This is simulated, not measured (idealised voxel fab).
Process module in this document: voxel wiring stack
The cross-section on display is named cut; it measures 265 nm wide, and its cells are 5 nm squares.
If you're reading a cross-section in this doc, picture square cells in a grid; it comes to you as bands, top ones listed first down to the bottom, and a band can be one or more rows of cells.
A band entry consists of two parts. The first gives the height of the band's top and the height of its bottom, in nm. The rest lists the band's materials from left to right, each with its width in nm. A single material labelled with the word "throughout" fills the band from edge to edge, and the word "empty" marks empty space.
The level at which height equals 0 is the one under which the wafer, as it arrives, is entirely one material. No lower edge exists for the bottom band, which continues downward and is notated as in "z 0 and below".
A width given as "30 to 40" starts at the first number in the band's top row and ends at the second number in its bottom row, shifting by an equal amount at every step from row to row.
Reading "left unchanged" for a step: not a cell of the cross-section changed in it.
Empty spaces counting at least 8 cells and having no open way to the top are listed in "Sealed void list". The notation width x height at distance is used for each, the distance being from the left edge and all three values in nm.
Note: text after step settings on the step line = simulator remark on that step.
What "overlay nm" on a step's line means: if the step has a mask, that mask lay this far to the right of its planned place, or, when the value is negative, to the left.
Read each pair as before and after one process step. The after cross-section shows only down to the lowest band that changed. The step between them and its settings are given below the pair. Pairs can come from different runs of this module on the same starting wafer. A pair continues from the pair above only where its "Incoming profile" entry says so.
Incoming profile:
* z 0 and below | Si throughout
* Sealed void list: none
Resulting Structure:
* z 15 to 0 | SiO2 throughout
* For the remainder of the cross-section, below 0, there is no change.
* Sealed void list: none
Step, before to after (see cross-sections above): CONFORMAL_DEP with material SiO2, thk nm 15
Incoming profile: Please consult the pair immediately above; the cross-section it shows after its step is the state before this step.
Resulting Structure:
* z 20 to 15 | SiN throughout
* For the remainder of the cross-section, below 15, there is no change.
* Sealed void list: none
Step, before to after (see cross-sections above): CONFORMAL_DEP with material SiN, thk nm 5
Incoming profile: Please consult the pair immediately above; the cross-section it shows after its step is the state before this step.
Resulting Structure:
* z 35 to 20 | lowk throughout
* For the remainder of the cross-section, below 20, there is no change.
* Sealed void list: none
Step, before to after (see cross-sections above): DIRECTIONAL_DEP with material lowk, thk nm 15
Incoming profile: Please consult the pair immediately above; the cross-section it shows after its step is the state before this step.
Resulting Structure:
* z 50 to 35 | resist (50) / empty (25) / resist (20) / empty (25) / resist (20) / empty (25) / resist (20) / empty (25) / resist (55)
* For the remainder of the cross-section, below 35, there is no change.
* Sealed void list: none
Step, before to after (see cross-sections above): PATTERN with tone open, mask id METAL_1, material resist, width nm 25, pitch nm 45, thk nm 15, overlay nm 0
Incoming profile: Please consult the pair immediately above; the cross-section it shows after its step is the state before this step.
Resulting Structure:
* z 50 to 35 | resist (50) / empty (25) / resist (20) / empty (25) / resist (20) / empty (25) / resist (20) / empty (25) / resist (55)
* z 35 to 20 | lowk (50) / empty (25) / lowk (20) / empty (25) / lowk (20) / empty (25) / lowk (20) / empty (25) / lowk (55)
* For the remainder of the cross-section, below 20, there is no change.
* Sealed void list: none
Step, before to after (see cross-sections above): DIRECTIONAL_ETCH with etch materials lowk, depth nm 15
Incoming profile: Please consult the pair immediately above; the cross-section it shows after its step is the state before this step.
Resulting Structure:
* z 50 to 35 | resist (50) / empty (25) / resist (20) / empty (25) / resist (20) / empty (25) / resist (20) / empty (25) / resist (55)
* z 35 to 20 | lowk (50) / empty (25) / lowk (20) / empty (25) / lowk (20) / empty (25) / lowk (20) / empty (25) / lowk (55)
* z 20 to 15 | SiN (50) / empty (25) / SiN (20) / empty (25) / SiN (20) / empty (25) / SiN (20) / empty (25) / SiN (55)
* For the remainder of the cross-section, below 15, there is no change.
* Sealed void list: none
Step, before to after (see cross-sections above): DIRECTIONAL_ETCH with etch materials SiN, depth nm 5
Incoming profile: Please consult the pair immediately above; the cross-section it shows after its step is the state before this step.
Resulting Structure:
* z 35 to 20 | lowk (50) / empty (25) / lowk (20) / empty (25) / lowk (20) / empty (25) / lowk (20) / empty (25) / lowk (55)
* For the remainder of the cross-section, below 20, there is no change.
* Sealed void list: none
Step, before to after (see cross-sections above): STRIP with etch materials resist
Incoming profile: Please consult the pair immediately above; the cross-section it shows after its step is the state before this step.
Resulting Structure:
* z 40 to 35 | TiN (55) / empty (15) / TiN (30) / empty (15) / TiN (30) / empty (15) / TiN (30) / empty (15) / TiN (60)
* z 35 to 20 | lowk (50) / TiN (5) / empty (15) / TiN (5) / lowk (20) / TiN (5) / empty (15) / TiN (5) / lowk (20) / TiN (5) / empty (15) / TiN (5) / lowk (20) / TiN (5) / empty (15) / TiN (5) / lowk (55)
* z 20 to 15 | SiN (50) / TiN (25) / SiN (20) / TiN (25) / SiN (20) / TiN (25) / SiN (20) / TiN (25) / SiN (55)
* For the remainder of the cross-section, below 15, there is no change.
* Sealed void list: none
Step, before to after (see cross-sections above): CONFORMAL_DEP with material TiN, thk nm 5
Incoming profile: Please consult the pair immediately above; the cross-section it shows after its step is the state before this step.
Resulting Structure:
* z 45 to 40 | Cu throughout
* z 40 to 35 | TiN (55) / Cu (15) / TiN (30) / Cu (15) / TiN (30) / Cu (15) / TiN (30) / Cu (15) / TiN (60)
* z 35 to 20 | lowk (50) / TiN (5) / Cu (15) / TiN (5) / lowk (20) / TiN (5) / Cu (15) / TiN (5) / lowk (20) / TiN (5) / Cu (15) / TiN (5) / lowk (20) / TiN (5) / Cu (15) / TiN (5) / lowk (55)
* For the remainder of the cross-section, below 20, there is no change.
* Sealed void list: none
Step, before to after (see cross-sections above): FILL_DEP with material Cu, thk nm 5
Incoming profile: Please consult the pair immediately above; the cross-section it shows after its step is the state before this step.
Resulting Structure:
* z 35 to 20 | lowk (50) / TiN (5) / Cu (15) / TiN (5) / lowk (20) / TiN (5) / Cu (15) / TiN (5) / lowk (20) / TiN (5) / Cu (15) / TiN (5) / lowk (20) / TiN (5) / Cu (15) / TiN (5) / lowk (55)
* For the remainder of the cross-section, below 20, there is no change.
* Sealed void list: none
Step, before to after (see cross-sections above): CMP with height nm 35
Incoming profile: Please consult the pair immediately above; the cross-section it shows after its step is the state before this step.
Resulting Structure:
* z 40 to 35 | empty (45) / Ru (35) / empty (10) / Ru (35) / empty (10) / Ru (35) / empty (10) / Ru (35) / empty (50)
* For the remainder of the cross-section, below 35, there is no change.
* Sealed void list: none
Step, before to after (see cross-sections above): EPI with material Ru, thk nm 5
Incoming profile: Please consult the pair immediately above; the cross-section it shows after its step is the state before this step.
Resulting Structure:
* z 45 to 40 | SiCN throughout
* z 40 to 35 | SiCN (45) / Ru (35) / SiCN (10) / Ru (35) / SiCN (10) / Ru (35) / SiCN (10) / Ru (35) / SiCN (50)
* For the remainder of the cross-section, below 35, there is no change.
* Sealed void list: none
Step, before to after (see cross-sections above): FILL_DEP with material SiCN, thk nm 5
Incoming profile: Please consult the pair immediately above; the cross-section it shows after its step is the state before this step.
Resulting Structure:
* z 55 to 45 | SiO2 throughout
* For the remainder of the cross-section, below 45, there is no change.
* Sealed void list: none
Step, before to after (see cross-sections above): DIRECTIONAL_DEP with material SiO2, thk nm 10
Incoming profile: Please consult the pair immediately above; the cross-section it shows after its step is the state before this step.
Resulting Structure:
* z 55 to 45 | SiO2 (50) / empty (15) / SiO2 (75) / empty (15) / SiO2 (110)
* For the remainder of the cross-section, below 45, there is no change.
* Sealed void list: none
Step, before to after (see cross-sections above): MASKED_ETCH with tone open, mask id PLUG_1, width nm 15, pitch nm 90, etch materials SiO2, depth nm 10, overlay nm 0
Incoming profile: Please consult the pair immediately above; the cross-section it shows after its step is the state before this step.
Resulting Structure:
* z 55 to 45 | SiO2 (50) / empty (15) / SiO2 (75) / empty (15) / SiO2 (110)
* z 45 to 40 | SiCN (50) / empty (15) / SiCN (75) / empty (15) / SiCN (110)
* For the remainder of the cross-section, below 40, there is no change.
* Sealed void list: none
Step, before to after (see cross-sections above): MASKED_ETCH with tone open, mask id PLUG_1, width nm 15, pitch nm 90, etch materials SiCN, depth nm 5, overlay nm 0
Incoming profile: Please consult the pair immediately above; the cross-section it shows after its step is the state before this step.
Resulting Structure:
* z 55 to 50 | SiO2 (50) / empty (15) / SiO2 (75) / empty (15) / SiO2 (110)
* z 50 to 45 | SiO2 (50) / Ru (15) / SiO2 (75) / Ru (15) / SiO2 (110)
* z 45 to 40 | SiCN (50) / Ru (15) / SiCN (75) / Ru (15) / SiCN (110)
* For the remainder of the cross-section, below 40, there is no change.
* Sealed void list: none
Step, before to after (see cross-sections above): EPI with material Ru, thk nm 10
Incoming profile: Please consult the pair immediately above; the cross-section it shows after its step is the state before this step.
Resulting Structure:
* z 55 to 45 | SiO2 (50) / Ru (15) / SiO2 (75) / Ru (15) / SiO2 (110)
* For the remainder of the cross-section, below 45, there is no change.
* Sealed void list: none
Step, before to after (see cross-sections above): EPI with material Ru, thk nm 5
Incoming profile: Please consult the pair immediately above; the cross-section it shows after its step is the state before this step.
Resulting Structure:
* z 60 to 55 | SiN throughout
* For the remainder of the cross-section, below 55, there is no change.
* Sealed void list: none
Step, before to after (see cross-sections above): CONFORMAL_DEP with material SiN, thk nm 5
Incoming profile: Please consult the pair immediately above; the cross-section it shows after its step is the state before this step.
Resulting Structure:
* z 80 to 60 | SiO2 throughout
* For the remainder of the cross-section, below 60, there is no change.
* Sealed void list: none
Step, before to after (see cross-sections above): DIRECTIONAL_DEP with material SiO2, thk nm 20
Incoming profile: Please consult the pair immediately above; the cross-section it shows after its step is the state before this step.
Resulting Structure:
* z 80 to 60 | SiO2 (50) / empty (25) / SiO2 (20) / empty (25) / SiO2 (20) / empty (25) / SiO2 (20) / empty (25) / SiO2 (55)
* For the remainder of the cross-section, below 60, there is no change.
* Sealed void list: none
Step, before to after (see cross-sections above): MASKED_ETCH with tone open, mask id METAL_2, width nm 25, pitch nm 45, etch materials SiO2, depth nm 20, overlay nm 0
Incoming profile: Please consult the pair immediately above; the cross-section it shows after its step is the state before this step.
Resulting Structure:
* z 80 to 60 | SiO2 (50) / empty (25) / SiO2 (20) / empty (25) / SiO2 (20) / empty (25) / SiO2 (20) / empty (25) / SiO2 (55)
* z 60 to 55 | SiN (50) / empty (25) / SiN (20) / empty (25) / SiN (20) / empty (25) / SiN (20) / empty (25) / SiN (55)
* For the remainder of the cross-section, below 55, there is no change.
* Sealed void list: none
Step, before to after (see cross-sections above): MASKED_ETCH with tone open, mask id METAL_2, width nm 25, pitch nm 45, etch materials SiN, depth nm 5, overlay nm 0
Incoming profile: Please consult the pair immediately above; the cross-section it shows after its step is the state before this step.
Resulting Structure:
* z 85 to 80 | TiN (55) / empty (15) / TiN (30) / empty (15) / TiN (30) / empty (15) / TiN (30) / empty (15) / TiN (60)
* z 80 to 60 | SiO2 (50) / TiN (5) / empty (15) / TiN (5) / SiO2 (20) / TiN (5) / empty (15) / TiN (5) / SiO2 (20) / TiN (5) / empty (15) / TiN (5) / SiO2 (20) / TiN (5) / empty (15) / TiN (5) / SiO2 (55)
* z 60 to 55 | SiN (50) / TiN (25) / SiN (20) / TiN (25) / SiN (20) / TiN (25) / SiN (20) / TiN (25) / SiN (55)
* For the remainder of the cross-section, below 55, there is no change.
* Sealed void list: none
Step, before to after (see cross-sections above): CONFORMAL_DEP with material TiN, thk nm 5
Incoming profile: Please consult the pair immediately above; the cross-section it shows after its step is the state before this step.
Resulting Structure:
* z 95 to 85 | Cu throughout
* z 85 to 80 | TiN (55) / Cu (15) / TiN (30) / Cu (15) / TiN (30) / Cu (15) / TiN (30) / Cu (15) / TiN (60)
* z 80 to 60 | SiO2 (50) / TiN (5) / Cu (15) / TiN (5) / SiO2 (20) / TiN (5) / Cu (15) / TiN (5) / SiO2 (20) / TiN (5) / Cu (15) / TiN (5) / SiO2 (20) / TiN (5) / Cu (15) / TiN (5) / SiO2 (55)
* For the remainder of the cross-section, below 60, there is no change.
* Sealed void list: none
Step, before to after (see cross-sections above): FILL_DEP with material Cu, thk nm 10
Incoming profile: Please consult the pair immediately above; the cross-section it shows after its step is the state before this step.
Resulting Structure:
* z 80 to 60 | SiO2 (50) / TiN (5) / Cu (15) / TiN (5) / SiO2 (20) / TiN (5) / Cu (15) / TiN (5) / SiO2 (20) / TiN (5) / Cu (15) / TiN (5) / SiO2 (20) / TiN (5) / Cu (15) / TiN (5) / SiO2 (55)
* For the remainder of the cross-section, below 60, there is no change.
* Sealed void list: none
Step, before to after (see cross-sections above): CMP with height nm 80
Incoming profile: Please consult the pair immediately above; the cross-section it shows after its step is the state before this step.
Resulting Structure:
* z 85 to 80 | SiCN throughout
* For the remainder of the cross-section, below 80, there is no change.
* Sealed void list: none
Step, before to after (see cross-sections above): CONFORMAL_DEP with material SiCN, thk nm 5
Incoming profile: Please consult the pair immediately above; the cross-section it shows after its step is the state before this step.
Resulting Structure:
* z 110 to 85 | SiO2 throughout
* For the remainder of the cross-section, below 85, there is no change.
* Sealed void list: none
Step, before to after (see cross-sections above): DIRECTIONAL_DEP with material SiO2, thk nm 25
Incoming profile: Please consult the pair immediately above; the cross-section it shows after its step is the state before this step.
Resulting Structure:
* z 120 to 110 | aC throughout
* For the remainder of the cross-section, below 110, there is no change.
* Sealed void list: none
Step, before to after (see cross-sections above): DIRECTIONAL_DEP with material aC, thk nm 10
Incoming profile: Please consult the pair immediately above; the cross-section it shows after its step is the state before this step.
Resulting Structure:
* z 150 to 120 | resist (50) / empty (25) / resist (20) / empty (25) / resist (20) / empty (25) / resist (20) / empty (25) / resist (55)
* For the remainder of the cross-section, below 120, there is no change.
* Sealed void list: none
Step, before to after (see cross-sections above): PATTERN with tone open, mask id METAL_3, material resist, width nm 25, pitch nm 45, thk nm 30, overlay nm 0
Incoming profile: Please consult the pair immediately above; the cross-section it shows after its step is the state before this step.
Resulting Structure:
* z 140 to 120 | resist (50) / empty (25) / resist (20) / empty (25) / resist (20) / empty (25) / resist (20) / empty (25) / resist (55)
* z 120 to 110 | aC (50) / empty (25) / aC (20) / empty (25) / aC (20) / empty (25) / aC (20) / empty (25) / aC (55)
* For the remainder of the cross-section, below 110, there is no change.
* Sealed void list: none
Step, before to after (see cross-sections above): DIRECTIONAL_ETCH with etch materials aC, depth nm 10
Incoming profile: Please consult the pair immediately above; the cross-section it shows after its step is the state before this step.
Resulting Structure:
* z 120 to 110 | aC (50) / empty (25) / aC (20) / empty (25) / aC (20) / empty (25) / aC (20) / empty (25) / aC (55)
* For the remainder of the cross-section, below 110, there is no change.
* Sealed void list: none
Step, before to after (see cross-sections above): STRIP with etch materials resist
Incoming profile: Please consult the pair immediately above; the cross-section it shows after its step is the state before this step.
Resulting Structure:
* z 120 to 110 | aC (50) / empty (25) / aC (20) / empty (25) / aC (20) / empty (25) / aC (20) / empty (25) / aC (55)
* z 110 to 95 | SiO2 (50) / empty (25) / SiO2 (20) / empty (25) / SiO2 (20) / empty (25) / SiO2 (20) / empty (25) / SiO2 (55)
* For the remainder of the cross-section, below 95, there is no change.
* Sealed void list: none
Step, before to after (see cross-sections above): DIRECTIONAL_ETCH with etch materials SiO2, depth nm 15
Incoming profile: Please consult the pair immediately above; the cross-section it shows after its step is the state before this step.
Resulting Structure:
* z 110 to 95 | SiO2 (50) / empty (25) / SiO2 (20) / empty (25) / SiO2 (20) / empty (25) / SiO2 (20) / empty (25) / SiO2 (55)
* For the remainder of the cross-section, below 95, there is no change.
* Sealed void list: none
Step, before to after (see cross-sections above): STRIP with etch materials aC
Incoming profile: Please consult the pair immediately above; the cross-section it shows after its step is the state before this step.
Resulting Structure:
* z 120 to 110 | aC (50) / empty (25) / aC (20) / empty (25) / aC (20) / empty (25) / aC (20) / empty (25) / aC (55)
* z 110 to 105 | SiO2 (50) / empty (25) / SiO2 (20) / empty (25) / SiO2 (20) / empty (25) / SiO2 (20) / empty (25) / SiO2 (55)
* z 105 to 95 | SiO2 (50) / aC (25) / SiO2 (20) / aC (25) / SiO2 (20) / aC (25) / SiO2 (20) / aC (25) / SiO2 (55)
* For the remainder of the cross-section, below 95, there is no change.
* Sealed void list: none
Step, before to after (see cross-sections above): DIRECTIONAL_DEP with material aC, thk nm 10
Incoming profile: Please consult the pair immediately above; the cross-section it shows after its step is the state before this step.
Resulting Structure:
* z 150 to 120 | resist (50) / empty (15) / resist (30) / empty (15) / resist (30) / empty (15) / resist (30) / empty (15) / resist (65)
* z 120 to 110 | aC (50) / empty (15) / resist (10) / aC (20) / empty (15) / resist (10) / aC (20) / empty (15) / resist (10) / aC (20) / empty (15) / resist (10) / aC (55)
* z 110 to 105 | SiO2 (50) / empty (15) / resist (10) / SiO2 (20) / empty (15) / resist (10) / SiO2 (20) / empty (15) / resist (10) / SiO2 (20) / empty (15) / resist (10) / SiO2 (55)
* For the remainder of the cross-section, below 105, there is no change.
* Sealed void list: none
Step, before to after (see cross-sections above): PATTERN with tone open, mask id METAL_3_HOLES, material resist, width nm 15, pitch nm 45, thk nm 30, overlay nm 0
Incoming profile: Please consult the pair immediately above; the cross-section it shows after its step is the state before this step.
Resulting Structure:
* z 140 to 120 | resist (50) / empty (15) / resist (30) / empty (15) / resist (30) / empty (15) / resist (30) / empty (15) / resist (65)
* z 120 to 110 | aC (50) / empty (15) / resist (10) / aC (20) / empty (15) / resist (10) / aC (20) / empty (15) / resist (10) / aC (20) / empty (15) / resist (10) / aC (55)
* z 110 to 105 | SiO2 (50) / empty (15) / resist (10) / SiO2 (20) / empty (15) / resist (10) / SiO2 (20) / empty (15) / resist (10) / SiO2 (20) / empty (15) / resist (10) / SiO2 (55)
* z 105 to 95 | SiO2 (50) / empty (15) / aC (10) / SiO2 (20) / empty (15) / aC (10) / SiO2 (20) / empty (15) / aC (10) / SiO2 (20) / empty (15) / aC (10) / SiO2 (55)
* For the remainder of the cross-section, below 95, there is no change.
* Sealed void list: none
Step, before to after (see cross-sections above): DIRECTIONAL_ETCH with etch materials aC, depth nm 10
Incoming profile: Please consult the pair immediately above; the cross-section it shows after its step is the state before this step.
Resulting Structure:
* z 120 to 110 | aC (50) / empty (25) / aC (20) / empty (25) / aC (20) / empty (25) / aC (20) / empty (25) / aC (55)
* z 110 to 105 | SiO2 (50) / empty (25) / SiO2 (20) / empty (25) / SiO2 (20) / empty (25) / SiO2 (20) / empty (25) / SiO2 (55)
* For the remainder of the cross-section, below 105, there is no change.
* Sealed void list: none
Step, before to after (see cross-sections above): STRIP with etch materials resist
Incoming profile: Please consult the pair immediately above; the cross-section it shows after its step is the state before this step.
Resulting Structure:
* z 120 to 110 | aC (50) / empty (25) / aC (20) / empty (25) / aC (20) / empty (25) / aC (20) / empty (25) / aC (55)
* z 110 to 105 | SiO2 (50) / empty (25) / SiO2 (20) / empty (25) / SiO2 (20) / empty (25) / SiO2 (20) / empty (25) / SiO2 (55)
* z 105 to 95 | SiO2 (50) / empty (15) / aC (10) / SiO2 (20) / empty (15) / aC (10) / SiO2 (20) / empty (15) / aC (10) / SiO2 (20) / empty (15) / aC (10) / SiO2 (55)
* z 95 to 85 | SiO2 (50) / empty (15) / SiO2 (30) / empty (15) / SiO2 (30) / empty (15) / SiO2 (30) / empty (15) / SiO2 (65)
* For the remainder of the cross-section, below 85, there is no change.
* Sealed void list: none
Step, before to after (see cross-sections above): DIRECTIONAL_ETCH with etch materials SiO2, depth nm 10
Incoming profile: Please consult the pair immediately above; the cross-section it shows after its step is the state before this step.
Resulting Structure:
* z 120 to 110 | aC (50) / empty (25) / aC (20) / empty (25) / aC (20) / empty (25) / aC (20) / empty (25) / aC (55)
* z 110 to 105 | SiO2 (50) / empty (25) / SiO2 (20) / empty (25) / SiO2 (20) / empty (25) / SiO2 (20) / empty (25) / SiO2 (55)
* z 105 to 95 | SiO2 (50) / empty (15) / aC (10) / SiO2 (20) / empty (15) / aC (10) / SiO2 (20) / empty (15) / aC (10) / SiO2 (20) / empty (15) / aC (10) / SiO2 (55)
* z 95 to 85 | SiO2 (50) / empty (15) / SiO2 (30) / empty (15) / SiO2 (30) / empty (15) / SiO2 (30) / empty (15) / SiO2 (65)
* z 85 to 80 | SiCN (50) / empty (15) / SiCN (30) / empty (15) / SiCN (30) / empty (15) / SiCN (30) / empty (15) / SiCN (65)
* For the remainder of the cross-section, below 80, there is no change.
* Sealed void list: none
Step, before to after (see cross-sections above): DIRECTIONAL_ETCH with etch materials SiCN, depth nm 5
Incoming profile: Please consult the pair immediately above; the cross-section it shows after its step is the state before this step.
Resulting Structure:
* z 110 to 95 | SiO2 (50) / empty (25) / SiO2 (20) / empty (25) / SiO2 (20) / empty (25) / SiO2 (20) / empty (25) / SiO2 (55)
* For the remainder of the cross-section, below 95, there is no change.
* Sealed void list: none
Step, before to after (see cross-sections above): STRIP with etch materials aC
Incoming profile: Please consult the pair immediately above; the cross-section it shows after its step is the state before this step.
Resulting Structure:
* z 115 to 110 | TiN (55) / empty (15) / TiN (30) / empty (15) / TiN (30) / empty (15) / TiN (30) / empty (15) / TiN (60)
* z 110 to 100 | SiO2 (50) / TiN (5) / empty (15) / TiN (5) / SiO2 (20) / TiN (5) / empty (15) / TiN (5) / SiO2 (20) / TiN (5) / empty (15) / TiN (5) / SiO2 (20) / TiN (5) / empty (15) / TiN (5) / SiO2 (55)
* z 100 to 95 | SiO2 (50) / TiN (5) / empty (5) / TiN (15) / SiO2 (20) / TiN (5) / empty (5) / TiN (15) / SiO2 (20) / TiN (5) / empty (5) / TiN (15) / SiO2 (20) / TiN (5) / empty (5) / TiN (15) / SiO2 (55)
* z 95 to 85 | SiO2 (50) / TiN (5) / empty (5) / TiN (5) / SiO2 (30) / TiN (5) / empty (5) / TiN (5) / SiO2 (30) / TiN (5) / empty (5) / TiN (5) / SiO2 (30) / TiN (5) / empty (5) / TiN (5) / SiO2 (65)
* z 85 to 80 | SiCN (50) / TiN (15) / SiCN (30) / TiN (15) / SiCN (30) / TiN (15) / SiCN (30) / TiN (15) / SiCN (65)
* For the remainder of the cross-section, below 80, there is no change.
* Sealed void list: none
Step, before to after (see cross-sections above): CONFORMAL_DEP with material TiN, thk nm 5
Incoming profile: Please consult the pair immediately above; the cross-section it shows after its step is the state before this step.
Resulting Structure:
* z 125 to 115 | Cu throughout
* z 115 to 110 | TiN (55) / Cu (15) / TiN (30) / Cu (15) / TiN (30) / Cu (15) / TiN (30) / Cu (15) / TiN (60)
* z 110 to 100 | SiO2 (50) / TiN (5) / Cu (15) / TiN (5) / SiO2 (20) / TiN (5) / Cu (15) / TiN (5) / SiO2 (20) / TiN (5) / Cu (15) / TiN (5) / SiO2 (20) / TiN (5) / Cu (15) / TiN (5) / SiO2 (55)
* z 100 to 95 | SiO2 (50) / TiN (5) / Cu (5) / TiN (15) / SiO2 (20) / TiN (5) / Cu (5) / TiN (15) / SiO2 (20) / TiN (5) / Cu (5) / TiN (15) / SiO2 (20) / TiN (5) / Cu (5) / TiN (15) / SiO2 (55)
* z 95 to 85 | SiO2 (50) / TiN (5) / Cu (5) / TiN (5) / SiO2 (30) / TiN (5) / Cu (5) / TiN (5) / SiO2 (30) / TiN (5) / Cu (5) / TiN (5) / SiO2 (30) / TiN (5) / Cu (5) / TiN (5) / SiO2 (65)
* For the remainder of the cross-section, below 85, there is no change.
* Sealed void list: none
Step, before to after (see cross-sections above): FILL_DEP with material Cu, thk nm 10
Incoming profile: Please consult the pair immediately above; the cross-section it shows after its step is the state before this step.
Resulting Structure:
* z 110 to 100 | SiO2 (50) / TiN (5) / Cu (15) / TiN (5) / SiO2 (20) / TiN (5) / Cu (15) / TiN (5) / SiO2 (20) / TiN (5) / Cu (15) / TiN (5) / SiO2 (20) / TiN (5) / Cu (15) / TiN (5) / SiO2 (55)
* For the remainder of the cross-section, below 100, there is no change.
* Sealed void list: none
Step, before to after (see cross-sections above): CMP with height nm 110
Incoming profile: Please consult the pair immediately above; the cross-section it shows after its step is the state before this step.
Resulting Structure:
* z 115 to 110 | SiCN throughout
* For the remainder of the cross-section, below 110, there is no change.
* Sealed void list: none
Step, before to after (see cross-sections above): CONFORMAL_DEP with material SiCN, thk nm 5
Incoming profile: Please consult the pair immediately above; the cross-section it shows after its step is the state before this step.
Resulting Structure:
* z 145 to 115 | SiO2 throughout
* For the remainder of the cross-section, below 115, there is no change.
* Sealed void list: none
Step, before to after (see cross-sections above): DIRECTIONAL_DEP with material SiO2, thk nm 30
Incoming profile: Please consult the pair immediately above; the cross-section it shows after its step is the state before this step.
Resulting Structure:
* z 155 to 145 | aC throughout
* For the remainder of the cross-section, below 145, there is no change.
* Sealed void list: none
Step, before to after (see cross-sections above): DIRECTIONAL_DEP with material aC, thk nm 10
Incoming profile: Please consult the pair immediately above; the cross-section it shows after its step is the state before this step.
Resulting Structure:
* z 180 to 155 | resist (50) / empty (15) / resist (75) / empty (15) / resist (110)
* For the remainder of the cross-section, below 155, there is no change.
* Sealed void list: none
Step, before to after (see cross-sections above): PATTERN with tone open, mask id METAL_4_HOLES, material resist, width nm 15, pitch nm 90, thk nm 25, overlay nm 0
Incoming profile: Please consult the pair immediately above; the cross-section it shows after its step is the state before this step.
Resulting Structure:
* z 170 to 155 | resist (50) / empty (15) / resist (75) / empty (15) / resist (110)
* z 155 to 145 | aC (50) / empty (15) / aC (75) / empty (15) / aC (110)
* For the remainder of the cross-section, below 145, there is no change.
* Sealed void list: none
Step, before to after (see cross-sections above): DIRECTIONAL_ETCH with etch materials aC, depth nm 10
Incoming profile: Please consult the pair immediately above; the cross-section it shows after its step is the state before this step.
Resulting Structure:
* z 155 to 145 | aC (50) / empty (15) / aC (75) / empty (15) / aC (110)
* For the remainder of the cross-section, below 145, there is no change.
* Sealed void list: none
Step, before to after (see cross-sections above): STRIP with etch materials resist
Incoming profile: Please consult the pair immediately above; the cross-section it shows after its step is the state before this step.
Resulting Structure:
* z 155 to 145 | aC (50) / empty (15) / aC (75) / empty (15) / aC (110)
* z 145 to 115 | SiO2 (50) / empty (15) / SiO2 (75) / empty (15) / SiO2 (110)
* For the remainder of the cross-section, below 115, there is no change.
* Sealed void list: none
Step, before to after (see cross-sections above): DIRECTIONAL_ETCH with etch materials SiO2, depth nm 30
Incoming profile: Please consult the pair immediately above; the cross-section it shows after its step is the state before this step.
Resulting Structure:
* z 145 to 115 | SiO2 (50) / empty (15) / SiO2 (75) / empty (15) / SiO2 (110)
* For the remainder of the cross-section, below 115, there is no change.
* Sealed void list: none
Step, before to after (see cross-sections above): STRIP with etch materials aC
Incoming profile: Please consult the pair immediately above; the cross-section it shows after its step is the state before this step.
Resulting Structure:
* z 145 to 125 | SiO2 (50) / empty (25) / SiO2 (20) / empty (25) / SiO2 (20) / empty (25) / SiO2 (20) / empty (25) / SiO2 (55)
* For the remainder of the cross-section, below 125, there is no change.
* Sealed void list: none
Step, before to after (see cross-sections above): MASKED_ETCH with tone open, mask id METAL_4, width nm 25, pitch nm 45, etch materials SiO2, depth nm 20, overlay nm 0
Incoming profile: Please consult the pair immediately above; the cross-section it shows after its step is the state before this step.
Resulting Structure:
* z 145 to 125 | SiO2 (50) / empty (25) / SiO2 (20) / empty (25) / SiO2 (20) / empty (25) / SiO2 (20) / empty (25) / SiO2 (55)
* z 125 to 115 | SiO2 (50) / empty (15) / SiO2 (75) / empty (15) / SiO2 (110)
* z 115 to 110 | SiCN (50) / empty (15) / SiCN (75) / empty (15) / SiCN (110)
* For the remainder of the cross-section, below 110, there is no change.
* Sealed void list: none
Step, before to after (see cross-sections above): MASKED_ETCH with tone open, mask id METAL_4, width nm 25, pitch nm 45, etch materials SiCN, depth nm 5, overlay nm 0
Incoming profile: Please consult the pair immediately above; the cross-section it shows after its step is the state before this step.
Resulting Structure:
* z 150 to 145 | TiN (55) / empty (15) / TiN (30) / empty (15) / TiN (30) / empty (15) / TiN (30) / empty (15) / TiN (60)
* z 145 to 130 | SiO2 (50) / TiN (5) / empty (15) / TiN (5) / SiO2 (20) / TiN (5) / empty (15) / TiN (5) / SiO2 (20) / TiN (5) / empty (15) / TiN (5) / SiO2 (20) / TiN (5) / empty (15) / TiN (5) / SiO2 (55)
* z 130 to 125 | SiO2 (50) / TiN (5) / empty (5) / TiN (15) / SiO2 (20) / TiN (25) / SiO2 (20) / TiN (5) / empty (5) / TiN (15) / SiO2 (20) / TiN (25) / SiO2 (55)
* z 125 to 115 | SiO2 (50) / TiN (5) / empty (5) / TiN (5) / SiO2 (75) / TiN (5) / empty (5) / TiN (5) / SiO2 (110)
* z 115 to 110 | SiCN (50) / TiN (15) / SiCN (75) / TiN (15) / SiCN (110)
* For the remainder of the cross-section, below 110, there is no change.
* Sealed void list: none
Step, before to after (see cross-sections above): CONFORMAL_DEP with material TiN, thk nm 5
Incoming profile: Please consult the pair immediately above; the cross-section it shows after its step is the state before this step.
Resulting Structure:
* z 160 to 150 | Ru throughout
* z 150 to 145 | TiN (55) / Ru (15) / TiN (30) / Ru (15) / TiN (30) / Ru (15) / TiN (30) / Ru (15) / TiN (60)
* z 145 to 130 | SiO2 (50) / TiN (5) / Ru (15) / TiN (5) / SiO2 (20) / TiN (5) / Ru (15) / TiN (5) / SiO2 (20) / TiN (5) / Ru (15) / TiN (5) / SiO2 (20) / TiN (5) / Ru (15) / TiN (5) / SiO2 (55)
* z 130 to 125 | SiO2 (50) / TiN (5) / Ru (5) / TiN (15) / SiO2 (20) / TiN (25) / SiO2 (20) / TiN (5) / Ru (5) / TiN (15) / SiO2 (20) / TiN (25) / SiO2 (55)
* z 125 to 115 | SiO2 (50) / TiN (5) / Ru (5) / TiN (5) / SiO2 (75) / TiN (5) / Ru (5) / TiN (5) / SiO2 (110)
* For the remainder of the cross-section, below 115, there is no change.
* Sealed void list: none
Step, before to after (see cross-sections above): FILL_DEP with material Ru, thk nm 10
Incoming profile: Please consult the pair immediately above; the cross-section it shows after its step is the state before this step.
Resulting Structure:
* z 145 to 130 | SiO2 (50) / TiN (5) / Ru (15) / TiN (5) / SiO2 (20) / TiN (5) / Ru (15) / TiN (5) / SiO2 (20) / TiN (5) / Ru (15) / TiN (5) / SiO2 (20) / TiN (5) / Ru (15) / TiN (5) / SiO2 (55)
* For the remainder of the cross-section, below 130, there is no change.
* Sealed void list: none
Step, before to after (see cross-sections above): CMP with height nm 145
Incoming profile: Please consult the pair immediately above; the cross-section it shows after its step is the state before this step.
Resulting Structure:
* z 150 to 145 | SiCN throughout
* For the remainder of the cross-section, below 145, there is no change.
* Sealed void list: none
Step, before to after (see cross-sections above): CONFORMAL_DEP with material SiCN, thk nm 5
